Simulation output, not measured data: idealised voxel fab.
The process module presented herein is designated voxel capacitor over wiring.
cross-section cut | 300 nm wide | cells 5 nm
For the purposes of this document, a cross-section shall be understood as a grid of square cells, specified as bands listed in top-to-bottom order, each band consisting of one or more rows of cells.
Read a band's entry like this: the first values are the height of its top and the height of its bottom in nm, and what follows is the sequence of materials from left to right, each with its width in nm. Note that "empty" is empty space, and that a single material marked "full width" reaches across the band from edge to edge.
Beneath 0, the wafer as received is one material, and that level is where height counting begins. The lowest band goes on downward without a bottom; it is written like "0..down".
The notation "30->40" denotes a width that varies across the rows of cells in the band, beginning at the first number in the top row, finishing at the second number in the bottom row, and changing by an identical amount from each row to the next.
"no change occurred" after a step means that no cell of the cross-section changed.
Under "Unvented internal voids" you'll find the enclosed gaps, the ones with no way out to the top, that are 8 cells or bigger; each reads width x height at distance, with distance counted from the left edge, everything in nm.
after a step's settings: what the simulator itself notes on the step
overlay nm: step with mask; distance mask lay right of planned place; negative value = left of planned place.

### Steps in the process plan
step 1: op RECEIVE | material Si
step 2: op CONFORMAL_DEP | material SiO2 | thk nm 10
step 3: op DIRECTIONAL_DEP | material TiN | thk nm 5
step 4: op DIRECTIONAL_DEP | material W | thk nm 20
step 5: op DIRECTIONAL_DEP | material aC | thk nm 15
step 6: op PATTERN | tone cover | mask id METAL_1 | material resist | width nm 30 | pitch nm 95 | thk nm 35 | overlay nm 0
step 7: op DIRECTIONAL_ETCH | etch materials aC | depth nm 15
step 8: op STRIP | etch materials resist
step 9: op DIRECTIONAL_ETCH | etch materials W | depth nm 20
step 10: op DIRECTIONAL_ETCH | etch materials TiN | depth nm 5
step 11: op STRIP | etch materials aC
step 12: op FILL_DEP | material SiO2 | thk nm 5
step 13: op CMP | height nm 35
step 14: op CONFORMAL_DEP | material SiCN | thk nm 5
step 15: op DIRECTIONAL_DEP | material lowk | thk nm 20
step 16: op PATTERN | tone open | mask id PLUG_1 | material resist | width nm 15 | thk nm 20 | overlay nm 0
step 17: op DIRECTIONAL_ETCH | etch materials lowk | depth nm 20
step 18: op DIRECTIONAL_ETCH | etch materials SiCN | depth nm 5
step 19: op STRIP | etch materials resist
step 20: op CONFORMAL_DEP | material TiN | thk nm 5
step 21: op FILL_DEP | material Cu | thk nm 5
step 22: op CMP | height nm 60
step 23: op DIRECTIONAL_DEP | material TiN | thk nm 10
step 24: op DIRECTIONAL_DEP | material HfO2 | thk nm 5
step 25: op DIRECTIONAL_DEP | material TiN | thk nm 5
step 26: op PATTERN | tone cover | mask id UPPER_PLATE | material resist | width nm 70 | thk nm 20 | overlay nm 0
step 27: op DIRECTIONAL_ETCH | etch materials TiN | depth nm 5
step 28: op DIRECTIONAL_ETCH | etch materials HfO2 | depth nm 5
step 29: op STRIP | etch materials resist
step 30: op DIRECTIONAL_DEP | material aC | thk nm 15
step 31: op PATTERN | tone cover | mask id LOWER_PLATE | material resist | width nm 80 | thk nm 30 | overlay nm 0
step 32: op DIRECTIONAL_ETCH | etch materials aC | depth nm 15
step 33: op STRIP | etch materials resist
step 34: op DIRECTIONAL_ETCH | etch materials TiN | depth nm 10
step 35: op STRIP | etch materials aC
step 36: op FILL_DEP | material SiO2 | thk nm 15
step 37: op CMP | height nm 90
step 38: op MASKED_ETCH | tone open | mask id PLUG_2 | width nm 15 | etch materials SiO2 | depth nm 10 | overlay nm 0
step 39: op CONFORMAL_DEP | material TiN | thk nm 5
step 40: op FILL_DEP | material Ru | thk nm 10
step 41: op CMP | height nm 90
step 42: op CONFORMAL_DEP | material SiN | thk nm 5

### Below: the first of two wafers, run as planned

### as received, after step 1
> 0..down | Si full width
> Unvented internal voids: none

### State of the wafer after step 2, shown in cross-section
> 10..0 | SiO2 full width
> Below 0, no change.

### State of the wafer after step 3, shown in cross-section
> 15..10 | TiN full width
> Below 10, no change.

### State of the wafer after step 4, shown in cross-section
> 35..15 | W full width
> Below 15, no change.

### State of the wafer after step 5, shown in cross-section
> 50..35 | aC full width
> Below 35, no change.

### State of the wafer after step 6, shown in cross-section
> 85..50 | 85 nm empty, then 30 nm resist, then 65 nm empty, then 30 nm resist, then 90 nm empty
> Below 50, no change.

### State of the wafer after step 7, shown in cross-section
> 70..50 | 85 nm empty, then 30 nm resist, then 65 nm empty, then 30 nm resist, then 90 nm empty
> 50..35 | 85 nm empty, then 30 nm aC, then 65 nm empty, then 30 nm aC, then 90 nm empty
> Below 35, no change.

### State of the wafer after step 8, shown in cross-section
> 50..35 | 85 nm empty, then 30 nm aC, then 65 nm empty, then 30 nm aC, then 90 nm empty
> Below 35, no change.

### State of the wafer after step 9, shown in cross-section
> 50..35 | 85 nm empty, then 30 nm aC, then 65 nm empty, then 30 nm aC, then 90 nm empty
> 35..15 | 85 nm empty, then 30 nm W, then 65 nm empty, then 30 nm W, then 90 nm empty
> Below 15, no change.

### State of the wafer after step 10, shown in cross-section
> 50..35 | 85 nm empty, then 30 nm aC, then 65 nm empty, then 30 nm aC, then 90 nm empty
> 35..15 | 85 nm empty, then 30 nm W, then 65 nm empty, then 30 nm W, then 90 nm empty
> 15..10 | 85 nm empty, then 30 nm TiN, then 65 nm empty, then 30 nm TiN, then 90 nm empty
> Below 10, no change.

### State of the wafer after step 11, shown in cross-section
> 35..15 | 85 nm empty, then 30 nm W, then 65 nm empty, then 30 nm W, then 90 nm empty
> Below 15, no change.

### State of the wafer after step 12, shown in cross-section
> 40..35 | SiO2 full width
> 35..15 | 85 nm SiO2, then 30 nm W, then 65 nm SiO2, then 30 nm W, then 90 nm SiO2
> 15..10 | 85 nm SiO2, then 30 nm TiN, then 65 nm SiO2, then 30 nm TiN, then 90 nm SiO2
> Below 10, no change.

### State of the wafer after step 13, shown in cross-section
> 35..15 | 85 nm SiO2, then 30 nm W, then 65 nm SiO2, then 30 nm W, then 90 nm SiO2
> Below 15, no change.

### State of the wafer after step 14, shown in cross-section
> 40..35 | SiCN full width
> Below 35, no change.

### State of the wafer after step 15, shown in cross-section
> 60..40 | lowk full width
> Below 40, no change.

### State of the wafer after step 16, shown in cross-section
> 80..60 | 100 nm resist, then 15 nm empty, then 185 nm resist
> Below 60, no change.

### State of the wafer after step 17, shown in cross-section
> 80..60 | 100 nm resist, then 15 nm empty, then 185 nm resist
> 60..40 | 100 nm lowk, then 15 nm empty, then 185 nm lowk
> Below 40, no change.

### State of the wafer after step 18, shown in cross-section
> 80..60 | 100 nm resist, then 15 nm empty, then 185 nm resist
> 60..40 | 100 nm lowk, then 15 nm empty, then 185 nm lowk
> 40..35 | 100 nm SiCN, then 15 nm empty, then 185 nm SiCN
> Below 35, no change.

### State of the wafer after step 19, shown in cross-section
> 60..40 | 100 nm lowk, then 15 nm empty, then 185 nm lowk
> Below 40, no change.

### State of the wafer after step 20, shown in cross-section
> 65..60 | 105 nm TiN, then 5 nm empty, then 190 nm TiN
> 60..40 | 100 nm lowk, then 5 nm TiN, then 5 nm empty, then 5 nm TiN, then 185 nm lowk
> 40..35 | 100 nm SiCN, then 15 nm TiN, then 185 nm SiCN
> Below 35, no change.

### State of the wafer after step 21, shown in cross-section
> 70..65 | Cu full width
> 65..60 | 105 nm TiN, then 5 nm Cu, then 190 nm TiN
> 60..40 | 100 nm lowk, then 5 nm TiN, then 5 nm Cu, then 5 nm TiN, then 185 nm lowk
> Below 40, no change.

### State of the wafer after step 22, shown in cross-section
> 60..40 | 100 nm lowk, then 5 nm TiN, then 5 nm Cu, then 5 nm TiN, then 185 nm lowk
> Below 40, no change.

### State of the wafer after step 23, shown in cross-section
> 70..60 | TiN full width
> Below 60, no change.

### State of the wafer after step 24, shown in cross-section
> 75..70 | HfO2 full width
> Below 70, no change.

### State of the wafer after step 25, shown in cross-section
> 80..75 | TiN full width
> Below 75, no change.

### State of the wafer after step 26, shown in cross-section
> 100..80 | 100 nm empty, then 70 nm resist, then 130 nm empty
> Below 80, no change.

### State of the wafer after step 27, shown in cross-section
> 100..80 | 100 nm empty, then 70 nm resist, then 130 nm empty
> 80..75 | 100 nm empty, then 70 nm TiN, then 130 nm empty
> Below 75, no change.

### State of the wafer after step 28, shown in cross-section
> 100..80 | 100 nm empty, then 70 nm resist, then 130 nm empty
> 80..75 | 100 nm empty, then 70 nm TiN, then 130 nm empty
> 75..70 | 100 nm empty, then 70 nm HfO2, then 130 nm empty
> Below 70, no change.

### State of the wafer after step 29, shown in cross-section
> 80..75 | 100 nm empty, then 70 nm TiN, then 130 nm empty
> Below 75, no change.

### State of the wafer after step 30, shown in cross-section
> 95..85 | 100 nm empty, then 70 nm aC, then 130 nm empty
> 85..80 | aC full width
> 80..75 | 100 nm aC, then 70 nm TiN, then 130 nm aC
> 75..70 | 100 nm aC, then 70 nm HfO2, then 130 nm aC
> Below 70, no change.

### State of the wafer after step 31, shown in cross-section
> 125..95 | 95 nm empty, then 80 nm resist, then 125 nm empty
> 95..85 | 95 nm empty, then 5 nm resist, then 70 nm aC, then 5 nm resist, then 125 nm empty
> Below 85, no change.

### State of the wafer after step 32, shown in cross-section
> 110..95 | 95 nm empty, then 80 nm resist, then 125 nm empty
> 95..85 | 95 nm empty, then 5 nm resist, then 70 nm aC, then 5 nm resist, then 125 nm empty
> 85..80 | 95 nm empty, then 80 nm aC, then 125 nm empty
> 80..75 | 95 nm empty, then 5 nm aC, then 70 nm TiN, then 5 nm aC, then 125 nm empty
> 75..70 | 95 nm empty, then 5 nm aC, then 70 nm HfO2, then 5 nm aC, then 125 nm empty
> Below 70, no change.

### State of the wafer after step 33, shown in cross-section
> 95..85 | 100 nm empty, then 70 nm aC, then 130 nm empty
> Below 85, no change.

### State of the wafer after step 34, shown in cross-section
> 95..85 | 100 nm empty, then 70 nm aC, then 130 nm empty
> 85..80 | 95 nm empty, then 80 nm aC, then 125 nm empty
> 80..75 | 95 nm empty, then 5 nm aC, then 70 nm TiN, then 5 nm aC, then 125 nm empty
> 75..70 | 95 nm empty, then 5 nm aC, then 70 nm HfO2, then 5 nm aC, then 125 nm empty
> 70..60 | 95 nm empty, then 80 nm TiN, then 125 nm empty
> Below 60, no change.

### State of the wafer after step 35, shown in cross-section
> 80..75 | 100 nm empty, then 70 nm TiN, then 130 nm empty
> 75..70 | 100 nm empty, then 70 nm HfO2, then 130 nm empty
> Below 70, no change.

### State of the wafer after step 36, shown in cross-section
> 95..80 | SiO2 full width
> 80..75 | 100 nm SiO2, then 70 nm TiN, then 130 nm SiO2
> 75..70 | 100 nm SiO2, then 70 nm HfO2, then 130 nm SiO2
> 70..60 | 95 nm SiO2, then 80 nm TiN, then 125 nm SiO2
> Below 60, no change.

### State of the wafer after step 37, shown in cross-section
> 90..80 | SiO2 full width
> Below 80, no change.

### State of the wafer after step 38, shown in cross-section
> 90..80 | 110 nm SiO2, then 15 nm empty, then 175 nm SiO2
> Below 80, no change.

### State of the wafer after step 39, shown in cross-section
> 95..90 | 115 nm TiN, then 5 nm empty, then 180 nm TiN
> 90..85 | 110 nm SiO2, then 5 nm TiN, then 5 nm empty, then 5 nm TiN, then 175 nm SiO2
> 85..75 | 110->100 nm SiO2, then 15->70 nm TiN, then 175->130 nm SiO2
> Below 75, no change.

### State of the wafer after step 40, shown in cross-section
> 105..95 | Ru full width
> 95..90 | 115 nm TiN, then 5 nm Ru, then 180 nm TiN
> 90..85 | 110 nm SiO2, then 5 nm TiN, then 5 nm Ru, then 5 nm TiN, then 175 nm SiO2
> Below 85, no change.

### State of the wafer after step 41, shown in cross-section
> 90..85 | 110 nm SiO2, then 5 nm TiN, then 5 nm Ru, then 5 nm TiN, then 175 nm SiO2
> Below 85, no change.

### State of the wafer after step 42, shown in cross-section
> 95..90 | SiN full width
> Below 90, no change.

### Companion wafer, the second of two: same beginning, same intended sequence, one mistake in carrying it out; through step 25 inclusive it tracks the first exactly

### Here is the second wafer in cross-section at the point where step 26 of the plan should have been done
> 100..80 | 100 nm resist, then 70 nm empty, then 130 nm resist
> Below 80, no change.

### Here is the second wafer in cross-section at the point where step 27 of the plan should have been done
> 100..80 | 100 nm resist, then 70 nm empty, then 130 nm resist
> 80..75 | 100 nm TiN, then 70 nm empty, then 130 nm TiN
> Below 75, no change.

### Here is the second wafer in cross-section at the point where step 28 of the plan should have been done
> 100..80 | 100 nm resist, then 70 nm empty, then 130 nm resist
> 80..75 | 100 nm TiN, then 70 nm empty, then 130 nm TiN
> 75..70 | 100 nm HfO2, then 70 nm empty, then 130 nm HfO2
> Below 70, no change.

### Here is the second wafer in cross-section at the point where step 29 of the plan should have been done
> 80..75 | 100 nm TiN, then 70 nm empty, then 130 nm TiN
> Below 75, no change.

### Here is the second wafer in cross-section at the point where step 30 of the plan should have been done
> 95..85 | 100 nm aC, then 70 nm empty, then 130 nm aC
> 85..80 | aC full width
> 80..75 | 100 nm TiN, then 70 nm aC, then 130 nm TiN
> 75..70 | 100 nm HfO2, then 70 nm aC, then 130 nm HfO2
> Below 70, no change.

### Here is the second wafer in cross-section at the point where step 31 of the plan should have been done
> 125..95 | 95 nm empty, then 80 nm resist, then 125 nm empty
> 95..85 | 100 nm aC, then 70 nm resist, then 130 nm aC
> Below 85, no change.

### Here is the second wafer in cross-section at the point where step 32 of the plan should have been done
> 110..95 | 95 nm empty, then 80 nm resist, then 125 nm empty
> 95..85 | 95 nm empty, then 5 nm aC, then 70 nm resist, then 5 nm aC, then 125 nm empty
> 85..80 | 95 nm empty, then 80 nm aC, then 125 nm empty
> Below 80, no change.

### Here is the second wafer in cross-section at the point where step 33 of the plan should have been done
> 95..85 | 95 nm empty, then 5 nm aC, then 70 nm empty, then 5 nm aC, then 125 nm empty
> Below 85, no change.

### Here is the second wafer in cross-section at the point where step 34 of the plan should have been done
> 95..85 | 95 nm empty, then 5 nm aC, then 70 nm empty, then 5 nm aC, then 125 nm empty
> 85..80 | 95 nm empty, then 80 nm aC, then 125 nm empty
> 80..75 | 95 nm empty, then 5 nm TiN, then 70 nm aC, then 5 nm TiN, then 125 nm empty
> Below 75, no change.

### Here is the second wafer in cross-section at the point where step 35 of the plan should have been done
> 80..75 | 95 nm empty, then 5 nm TiN, then 70 nm empty, then 5 nm TiN, then 125 nm empty
> 75..70 | 100 nm HfO2, then 70 nm empty, then 130 nm HfO2
> Below 70, no change.

### Here is the second wafer in cross-section at the point where step 36 of the plan should have been done
> 95..80 | SiO2 full width
> 80..75 | 95 nm SiO2, then 5 nm TiN, then 70 nm SiO2, then 5 nm TiN, then 125 nm SiO2
> 75..70 | 100 nm HfO2, then 70 nm SiO2, then 130 nm HfO2
> Below 70, no change.

### Here is the second wafer in cross-section at the point where step 37 of the plan should have been done
> 90..80 | SiO2 full width
> Below 80, no change.

### Here is the second wafer in cross-section at the point where step 38 of the plan should have been done
> 90..80 | 110 nm SiO2, then 15 nm empty, then 175 nm SiO2
> Below 80, no change.

### Here is the second wafer in cross-section at the point where step 39 of the plan should have been done
> 95..90 | 115 nm TiN, then 5 nm empty, then 180 nm TiN
> 90..85 | 110 nm SiO2, then 5 nm TiN, then 5 nm empty, then 5 nm TiN, then 175 nm SiO2
> 85..80 | 110 nm SiO2, then 15 nm TiN, then 175 nm SiO2
> Below 80, no change.

### Here is the second wafer in cross-section at the point where step 40 of the plan should have been done
> 105..95 | Ru full width
> 95..90 | 115 nm TiN, then 5 nm Ru, then 180 nm TiN
> 90..85 | 110 nm SiO2, then 5 nm TiN, then 5 nm Ru, then 5 nm TiN, then 175 nm SiO2
> Below 85, no change.

### Here is the second wafer in cross-section at the point where step 41 of the plan should have been done
> 90..85 | 110 nm SiO2, then 5 nm TiN, then 5 nm Ru, then 5 nm TiN, then 175 nm SiO2
> Below 85, no change.

### Here is the second wafer in cross-section at the point where step 42 of the plan should have been done
> 95..90 | SiN full width
> Below 90, no change.
Want to know what went wrong? step 26 off recipe, ran as op PATTERN | tone open | mask id UPPER_PLATE | material resist | width nm 70 | thk nm 20 | overlay nm 0
Final difference in cells, second wafer against first, listed per material as more or fewer: 32 more of HfO2, 108 fewer of SiO2, 76 more of TiN
